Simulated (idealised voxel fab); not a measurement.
Process module name: voxel self aligned contacts
In the cross-section labelled cut, the width is 155 nm and each square cell is 5 nm.
A cross-section in this document is a grid of square cells, and it is written down as bands, the top band listed before the ones below it; a band is made up of one or more rows of cells.
In this notation a band is specified by the heights of its top and bottom, in that order and in nm, after which its materials appear from left to right, each paired with its width in nm. The word "all across" attached to a single material means that material fills the band from edge to edge; the word "empty" stands for empty space.
It should be noted that heights are counted from 0, beneath which the wafer as supplied is of one material throughout, and that the lowest band possesses no lower boundary but continues downward, as written in "from 0 down".
A two-number width, for instance "30..40", indicates that the width is equal to the first number in the top row of the band and to the second number in the bottom row, and that it changes by a constant amount per row of cells.
Any step labelled "nothing changed" changed none of the cells in the cross-section.
"Cavities, closed" contains a list of empty spaces, each no smaller than 8 cells and without an open way to the top, written in the form width x height at distance with the distance from the left edge and all three in nm.
Formally, on a step line, whatever follows the settings is a remark that the simulator itself makes on the step.
Steps that use a mask can have "overlay nm" on their line. It says how far the mask sat to the right of where it was meant to be. Negative means to the left.
Set out below are the planned steps of the process
1) RECEIVE, material Si
2) OXIDIZE, depth nm 5
3) DIRECTIONAL_DEP, material polySi, thk nm 30
4) DIRECTIONAL_DEP, material SiN, thk nm 15
5) PATTERN, tone cover, mask id GATE, material resist, width nm 25, pitch nm 50, thk nm 15, overlay nm 0
6) DIRECTIONAL_ETCH, etch materials SiN, depth nm 15
7) DIRECTIONAL_ETCH, etch materials polySi, depth nm 30
8) STRIP, etch materials resist
9) CONFORMAL_DEP, material SiN, thk nm 5
10) DIRECTIONAL_ETCH, etch materials SiN, depth nm 5
11) FILL_DEP, material SiO2, thk nm 15
12) CMP, height nm 50
13) PATTERN, tone open, mask id CONTACT, material resist, width nm 35, thk nm 20, overlay nm 0
14) DIRECTIONAL_ETCH, etch materials SiO2, depth nm 55
15) STRIP, etch materials resist
16) CONFORMAL_DEP, material TiN, thk nm 5
17) FILL_DEP, material Ru, thk nm 10
18) CMP, height nm 50
19) CONFORMAL_DEP, material SiCN, thk nm 5
Step 1 complete: cross-section of the wafer as received
  from 0 down | Si all across
  Cavities, closed: none
Post-module cross-section: identical start and plan to those above, one misstep in execution
  from 55 to 50 | SiCN all across
  from 50 to 40 | SiO2 (60)  TiN (5..15)  Ru (25..5)  TiN (5..15)  SiO2 (60)
  from 40 to 25 | SiO2 (35)  SiN (35)  TiN (5)  Ru (5)  TiN (5)  SiN (35)  SiO2 (35)
  from 25 to 0 | SiO2 (35)  SiN (5)  polySi (25)  SiN (5)  TiN (5)  Ru (5)  TiN (5)  SiN (5)  polySi (25)  SiN (5)  SiO2 (35)
  from 0 to -5 | SiO2 (70)  TiN (15)  SiO2 (70)
  from -5 down | Si all across
  Cavities, closed: none
In executing the process, a mistake was made relative to the plan: step 3 did not happen as planned, as run it was DIRECTIONAL_DEP, material polySi, thk nm 25
